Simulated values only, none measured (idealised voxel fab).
Herein follows the process module entitled voxel capacitor over wiring.
Square cells of 5 nm make up the cross-section cut, whose width is 230 nm.
This document writes a cross-section as a grid whose cells are square, and gives it as bands, listed from the top down; one or more rows of cells form a band.
The band entry comprises the height of the band's top followed by the height of its bottom, expressed in nm, and subsequently the band's materials from left to right, each stated together with its width in nm. Where a single material is marked with the word "everywhere", that material fills the band from edge to edge. The word "empty" represents empty space.
All heights in this document are referenced to 0, defined as the level beneath which the wafer, as received, consists entirely of one material. The lowest band is not bounded below; it extends indefinitely downward and is written in the form "from 0 down".
It should be noted that a width expressed as "30 to 40" varies in equal increments from row to row of cells within the band, taking the value of the first number at the top row and that of the second number at the bottom row.
What does "everything unchanged" mean for a step? It means no cell of the cross-section changed in that step.
You'll see "Encapsulated voids" listing empty spaces that have no way open to the top, as long as they're 8 cells or more; the notation is width x height at distance, where the distance is from the left edge, and all of it is in nm.
On each step's line, the part that comes after the settings is the simulator's own comment on the step.
"overlay nm", when on a step's line for a step with a mask, measures how far to the right of its planned place the mask lay; a negative measure means to the left.
# Process steps (planned)
1) RECEIVE with material Si
2) CONFORMAL_DEP with material SiO2, thk nm 15
3) DIRECTIONAL_DEP with material TiN, thk nm 5
4) DIRECTIONAL_DEP with material Ru, thk nm 15
5) MASKED_ETCH with tone cover, mask id METAL_1, width nm 25, pitch nm 80, etch materials Ru, depth nm 15, overlay nm 0
6) MASKED_ETCH with tone cover, mask id METAL_1, width nm 25, pitch nm 80, etch materials TiN, depth nm 5, overlay nm 0
7) FILL_DEP with material SiO2, thk nm 5
8) CMP with height nm 35
9) CONFORMAL_DEP with material SiCN, thk nm 5
10) DIRECTIONAL_DEP with material SiO2, thk nm 20
11) PATTERN with tone open, mask id PLUG_1, material resist, width nm 15, thk nm 20, overlay nm 0
12) DIRECTIONAL_ETCH with etch materials SiO2, depth nm 20
13) DIRECTIONAL_ETCH with etch materials SiCN, depth nm 5
14) STRIP with etch materials resist
15) CONFORMAL_DEP with material TiN, thk nm 5
16) FILL_DEP with material Cu, thk nm 5
17) CMP with height nm 60
18) DIRECTIONAL_DEP with material TiN, thk nm 5
19) DIRECTIONAL_DEP with material SiN, thk nm 5
20) DIRECTIONAL_DEP with material TiN, thk nm 10
21) PATTERN with tone cover, mask id UPPER_PLATE, material resist, width nm 60, thk nm 20, overlay nm 0
22) DIRECTIONAL_ETCH with etch materials TiN, depth nm 10
23) DIRECTIONAL_ETCH with etch materials SiN, depth nm 5
24) STRIP with etch materials resist
25) DIRECTIONAL_DEP with material aC, thk nm 15
26) PATTERN with tone cover, mask id LOWER_PLATE, material resist, width nm 70, thk nm 30, overlay nm 0
27) DIRECTIONAL_ETCH with etch materials aC, depth nm 15
28) STRIP with etch materials resist
29) DIRECTIONAL_ETCH with etch materials TiN, depth nm 5
30) STRIP with etch materials aC
31) FILL_DEP with material SiO2, thk nm 15
32) CMP with height nm 90
33) DIRECTIONAL_DEP with material aC, thk nm 10
34) PATTERN with tone open, mask id PLUG_2, material resist, width nm 15, thk nm 30, overlay nm 0
35) DIRECTIONAL_ETCH with etch materials aC, depth nm 10
36) STRIP with etch materials resist
37) DIRECTIONAL_ETCH with etch materials SiO2, depth nm 10
38) STRIP with etch materials aC
39) CONFORMAL_DEP with material TiN, thk nm 5
40) FILL_DEP with material Ru, thk nm 5
41) CMP with height nm 90
42) CONFORMAL_DEP with material SiCN, thk nm 5
# The first of two wafers, run as planned
# Received-state cross-section, reflecting completion of step 1
* from 0 down  Si everywhere
* Encapsulated voids: none
# The following cross-section depicts the wafer upon completion of step 2
* from 15 to 0  SiO2 everywhere
* Beneath the level 0, the cross-section is identical to its previous state.
# The following cross-section depicts the wafer upon completion of step 3
* from 20 to 15  TiN everywhere
* Beneath the level 15, the cross-section is identical to its previous state.
# The following cross-section depicts the wafer upon completion of step 4
* from 35 to 20  Ru everywhere
* Beneath the level 20, the cross-section is identical to its previous state.
# The following cross-section depicts the wafer upon completion of step 5
* from 35 to 20  empty 60, then Ru 25, then empty 55, then Ru 25, then empty 65
* Beneath the level 20, the cross-section is identical to its previous state.
# The following cross-section depicts the wafer upon completion of step 6
* from 35 to 20  empty 60, then Ru 25, then empty 55, then Ru 25, then empty 65
* from 20 to 15  empty 60, then TiN 25, then empty 55, then TiN 25, then empty 65
* Beneath the level 15, the cross-section is identical to its previous state.
# The following cross-section depicts the wafer upon completion of step 7
* from 40 to 35  SiO2 everywhere
* from 35 to 20  SiO2 60, then Ru 25, then SiO2 55, then Ru 25, then SiO2 65
* from 20 to 15  SiO2 60, then TiN 25, then SiO2 55, then TiN 25, then SiO2 65
* Beneath the level 15, the cross-section is identical to its previous state.
# The following cross-section depicts the wafer upon completion of step 8
* from 35 to 20  SiO2 60, then Ru 25, then SiO2 55, then Ru 25, then SiO2 65
* Beneath the level 20, the cross-section is identical to its previous state.
# The following cross-section depicts the wafer upon completion of step 9
* from 40 to 35  SiCN everywhere
* Beneath the level 35, the cross-section is identical to its previous state.
# The following cross-section depicts the wafer upon completion of step 10
* from 60 to 40  SiO2 everywhere
* Beneath the level 40, the cross-section is identical to its previous state.
# The following cross-section depicts the wafer upon completion of step 11
* from 80 to 60  resist 70, then empty 15, then resist 145
* Beneath the level 60, the cross-section is identical to its previous state.
# The following cross-section depicts the wafer upon completion of step 12
* from 80 to 60  resist 70, then empty 15, then resist 145
* from 60 to 40  SiO2 70, then empty 15, then SiO2 145
* Beneath the level 40, the cross-section is identical to its previous state.
# The following cross-section depicts the wafer upon completion of step 13
* from 80 to 60  resist 70, then empty 15, then resist 145
* from 60 to 40  SiO2 70, then empty 15, then SiO2 145
* from 40 to 35  SiCN 70, then empty 15, then SiCN 145
* Beneath the level 35, the cross-section is identical to its previous state.
# The following cross-section depicts the wafer upon completion of step 14
* from 60 to 40  SiO2 70, then empty 15, then SiO2 145
* Beneath the level 40, the cross-section is identical to its previous state.
# The following cross-section depicts the wafer upon completion of step 15
* from 65 to 60  TiN 75, then empty 5, then TiN 150
* from 60 to 40  SiO2 70, then TiN 5, then empty 5, then TiN 5, then SiO2 145
* from 40 to 35  SiCN 70, then TiN 15, then SiCN 145
* Beneath the level 35, the cross-section is identical to its previous state.
# The following cross-section depicts the wafer upon completion of step 16
* from 70 to 65  Cu everywhere
* from 65 to 60  TiN 75, then Cu 5, then TiN 150
* from 60 to 40  SiO2 70, then TiN 5, then Cu 5, then TiN 5, then SiO2 145
* Beneath the level 40, the cross-section is identical to its previous state.
# The following cross-section depicts the wafer upon completion of step 17
* from 60 to 40  SiO2 70, then TiN 5, then Cu 5, then TiN 5, then SiO2 145
* Beneath the level 40, the cross-section is identical to its previous state.
# The following cross-section depicts the wafer upon completion of step 18
* from 65 to 60  TiN everywhere
* Beneath the level 60, the cross-section is identical to its previous state.
# The following cross-section depicts the wafer upon completion of step 19
* from 70 to 65  SiN everywhere
* Beneath the level 65, the cross-section is identical to its previous state.
# The following cross-section depicts the wafer upon completion of step 20
* from 80 to 70  TiN everywhere
* Beneath the level 70, the cross-section is identical to its previous state.
# The following cross-section depicts the wafer upon completion of step 21
* from 100 to 80  empty 70, then resist 60, then empty 100
* Beneath the level 80, the cross-section is identical to its previous state.
# The following cross-section depicts the wafer upon completion of step 22
* from 100 to 80  empty 70, then resist 60, then empty 100
* from 80 to 70  empty 70, then TiN 60, then empty 100
* Beneath the level 70, the cross-section is identical to its previous state.
# The following cross-section depicts the wafer upon completion of step 23
* from 100 to 80  empty 70, then resist 60, then empty 100
* from 80 to 70  empty 70, then TiN 60, then empty 100
* from 70 to 65  empty 70, then SiN 60, then empty 100
* Beneath the level 65, the cross-section is identical to its previous state.
# The following cross-section depicts the wafer upon completion of step 24
* from 80 to 70  empty 70, then TiN 60, then empty 100
* Beneath the level 70, the cross-section is identical to its previous state.
# The following cross-section depicts the wafer upon completion of step 25
* from 95 to 80  empty 70, then aC 60, then empty 100
* from 80 to 70  aC 70, then TiN 60, then aC 100
* from 70 to 65  aC 70, then SiN 60, then aC 100
* Beneath the level 65, the cross-section is identical to its previous state.
# The following cross-section depicts the wafer upon completion of step 26
* from 125 to 95  empty 65, then resist 70, then empty 95
* from 95 to 80  empty 65, then resist 5, then aC 60, then resist 5, then empty 95
* Beneath the level 80, the cross-section is identical to its previous state.
# The following cross-section depicts the wafer upon completion of step 27
* from 110 to 95  empty 65, then resist 70, then empty 95
* from 95 to 80  empty 65, then resist 5, then aC 60, then resist 5, then empty 95
* from 80 to 70  empty 65, then aC 5, then TiN 60, then aC 5, then empty 95
* from 70 to 65  empty 65, then aC 5, then SiN 60, then aC 5, then empty 95
* Beneath the level 65, the cross-section is identical to its previous state.
# The following cross-section depicts the wafer upon completion of step 28
* from 95 to 80  empty 70, then aC 60, then empty 100
* Beneath the level 80, the cross-section is identical to its previous state.
# The following cross-section depicts the wafer upon completion of step 29
* from 95 to 80  empty 70, then aC 60, then empty 100
* from 80 to 70  empty 65, then aC 5, then TiN 60, then aC 5, then empty 95
* from 70 to 65  empty 65, then aC 5, then SiN 60, then aC 5, then empty 95
* from 65 to 60  empty 65, then TiN 70, then empty 95
* Beneath the level 60, the cross-section is identical to its previous state.
# The following cross-section depicts the wafer upon completion of step 30
* from 80 to 70  empty 70, then TiN 60, then empty 100
* from 70 to 65  empty 70, then SiN 60, then empty 100
* Beneath the level 65, the cross-section is identical to its previous state.
# The following cross-section depicts the wafer upon completion of step 31
* from 95 to 80  SiO2 everywhere
* from 80 to 70  SiO2 70, then TiN 60, then SiO2 100
* from 70 to 65  SiO2 70, then SiN 60, then SiO2 100
* from 65 to 60  SiO2 65, then TiN 70, then SiO2 95
* Beneath the level 60, the cross-section is identical to its previous state.
# The following cross-section depicts the wafer upon completion of step 32
* from 90 to 80  SiO2 everywhere
* Beneath the level 80, the cross-section is identical to its previous state.
# The following cross-section depicts the wafer upon completion of step 33
* from 100 to 90  aC everywhere
* Beneath the level 90, the cross-section is identical to its previous state.
# The following cross-section depicts the wafer upon completion of step 34
* from 130 to 100  resist 80, then empty 15, then resist 135
* Beneath the level 100, the cross-section is identical to its previous state.
# The following cross-section depicts the wafer upon completion of step 35
* from 120 to 100  resist 80, then empty 15, then resist 135
* from 100 to 90  aC 80, then empty 15, then aC 135
* Beneath the level 90, the cross-section is identical to its previous state.
# The following cross-section depicts the wafer upon completion of step 36
* from 100 to 90  aC 80, then empty 15, then aC 135
* Beneath the level 90, the cross-section is identical to its previous state.
# The following cross-section depicts the wafer upon completion of step 37
* from 100 to 90  aC 80, then empty 15, then aC 135
* from 90 to 80  SiO2 80, then empty 15, then SiO2 135
* Beneath the level 80, the cross-section is identical to its previous state.
# The following cross-section depicts the wafer upon completion of step 38
* from 90 to 80  SiO2 80, then empty 15, then SiO2 135
* Beneath the level 80, the cross-section is identical to its previous state.
# The following cross-section depicts the wafer upon completion of step 39
* from 95 to 90  TiN 85, then empty 5, then TiN 140
* from 90 to 85  SiO2 80, then TiN 5, then empty 5, then TiN 5, then SiO2 135
* from 85 to 80  SiO2 80, then TiN 15, then SiO2 135
* Beneath the level 80, the cross-section is identical to its previous state.
# The following cross-section depicts the wafer upon completion of step 40
* from 100 to 95  Ru everywhere
* from 95 to 90  TiN 85, then Ru 5, then TiN 140
* from 90 to 85  SiO2 80, then TiN 5, then Ru 5, then TiN 5, then SiO2 135
* Beneath the level 85, the cross-section is identical to its previous state.
# The following cross-section depicts the wafer upon completion of step 41
* from 90 to 85  SiO2 80, then TiN 5, then Ru 5, then TiN 5, then SiO2 135
* Beneath the level 85, the cross-section is identical to its previous state.
# The following cross-section depicts the wafer upon completion of step 42
* from 95 to 90  SiCN everywhere
* Beneath the level 90, the cross-section is identical to its previous state.
# It is to be noted that the second wafer proceeded from the same initial state and according to the same plan as the first, although one mistake was committed in its execution; through step 25, inclusive, the two wafers share an identical history
# Here is the second wafer in cross-section at the point where step 26 of the plan should have been done
* from 125 to 95  empty 70, then resist 70, then empty 90
* from 95 to 80  empty 70, then aC 60, then resist 10, then empty 90
* Beneath the level 80, the cross-section is identical to its previous state.
# Here is the second wafer in cross-section at the point where step 27 of the plan should have been done
* from 110 to 95  empty 70, then resist 70, then empty 90
* from 95 to 80  empty 70, then aC 60, then resist 10, then empty 90
* from 80 to 70  empty 70, then TiN 60, then aC 10, then empty 90
* from 70 to 65  empty 70, then SiN 60, then aC 10, then empty 90
* Beneath the level 65, the cross-section is identical to its previous state.
# Here is the second wafer in cross-section at the point where step 28 of the plan should have been done
* from 95 to 80  empty 70, then aC 60, then empty 100
* Beneath the level 80, the cross-section is identical to its previous state.
# Here is the second wafer in cross-section at the point where step 29 of the plan should have been done
* from 95 to 80  empty 70, then aC 60, then empty 100
* from 80 to 70  empty 70, then TiN 60, then aC 10, then empty 90
* from 70 to 65  empty 70, then SiN 60, then aC 10, then empty 90
* from 65 to 60  empty 70, then TiN 70, then empty 90
* Beneath the level 60, the cross-section is identical to its previous state.
# Here is the second wafer in cross-section at the point where step 30 of the plan should have been done
* from 80 to 70  empty 70, then TiN 60, then empty 100
* from 70 to 65  empty 70, then SiN 60, then empty 100
* Beneath the level 65, the cross-section is identical to its previous state.
# Here is the second wafer in cross-section at the point where step 31 of the plan should have been done
* from 95 to 80  SiO2 everywhere
* from 80 to 70  SiO2 70, then TiN 60, then SiO2 100
* from 70 to 65  SiO2 70, then SiN 60, then SiO2 100
* from 65 to 60  SiO2 70, then TiN 70, then SiO2 90
* Beneath the level 60, the cross-section is identical to its previous state.
# Here is the second wafer in cross-section at the point where step 32 of the plan should have been done
* from 90 to 80  SiO2 everywhere
* Beneath the level 80, the cross-section is identical to its previous state.
# Here is the second wafer in cross-section at the point where step 33 of the plan should have been done
* from 100 to 90  aC everywhere
* Beneath the level 90, the cross-section is identical to its previous state.
# Here is the second wafer in cross-section at the point where step 34 of the plan should have been done
* from 130 to 100  resist 80, then empty 15, then resist 135
* Beneath the level 100, the cross-section is identical to its previous state.
# Here is the second wafer in cross-section at the point where step 35 of the plan should have been done
* from 120 to 100  resist 80, then empty 15, then resist 135
* from 100 to 90  aC 80, then empty 15, then aC 135
* Beneath the level 90, the cross-section is identical to its previous state.
# Here is the second wafer in cross-section at the point where step 36 of the plan should have been done
* from 100 to 90  aC 80, then empty 15, then aC 135
* Beneath the level 90, the cross-section is identical to its previous state.
# Here is the second wafer in cross-section at the point where step 37 of the plan should have been done
* from 100 to 90  aC 80, then empty 15, then aC 135
* from 90 to 80  SiO2 80, then empty 15, then SiO2 135
* Beneath the level 80, the cross-section is identical to its previous state.
# Here is the second wafer in cross-section at the point where step 38 of the plan should have been done
* from 90 to 80  SiO2 80, then empty 15, then SiO2 135
* Beneath the level 80, the cross-section is identical to its previous state.
# Here is the second wafer in cross-section at the point where step 39 of the plan should have been done
* from 95 to 90  TiN 85, then empty 5, then TiN 140
* from 90 to 85  SiO2 80, then TiN 5, then empty 5, then TiN 5, then SiO2 135
* from 85 to 80  SiO2 80, then TiN 15, then SiO2 135
* Beneath the level 80, the cross-section is identical to its previous state.
# Here is the second wafer in cross-section at the point where step 40 of the plan should have been done
* from 100 to 95  Ru everywhere
* from 95 to 90  TiN 85, then Ru 5, then TiN 140
* from 90 to 85  SiO2 80, then TiN 5, then Ru 5, then TiN 5, then SiO2 135
* Beneath the level 85, the cross-section is identical to its previous state.
# Here is the second wafer in cross-section at the point where step 41 of the plan should have been done
* from 90 to 85  SiO2 80, then TiN 5, then Ru 5, then TiN 5, then SiO2 135
* Beneath the level 85, the cross-section is identical to its previous state.
# Here is the second wafer in cross-section at the point where step 42 of the plan should have been done
* from 95 to 90  SiCN everywhere
* Beneath the level 90, the cross-section is identical to its previous state.
So what did we get wrong on this run? in deviation from the planned setting, step 26 was conducted as PATTERN with tone cover, mask id LOWER_PLATE, material resist, width nm 70, thk nm 30, overlay nm 5
at the end the second wafer has, in cells: as many of each material as the first, in other places
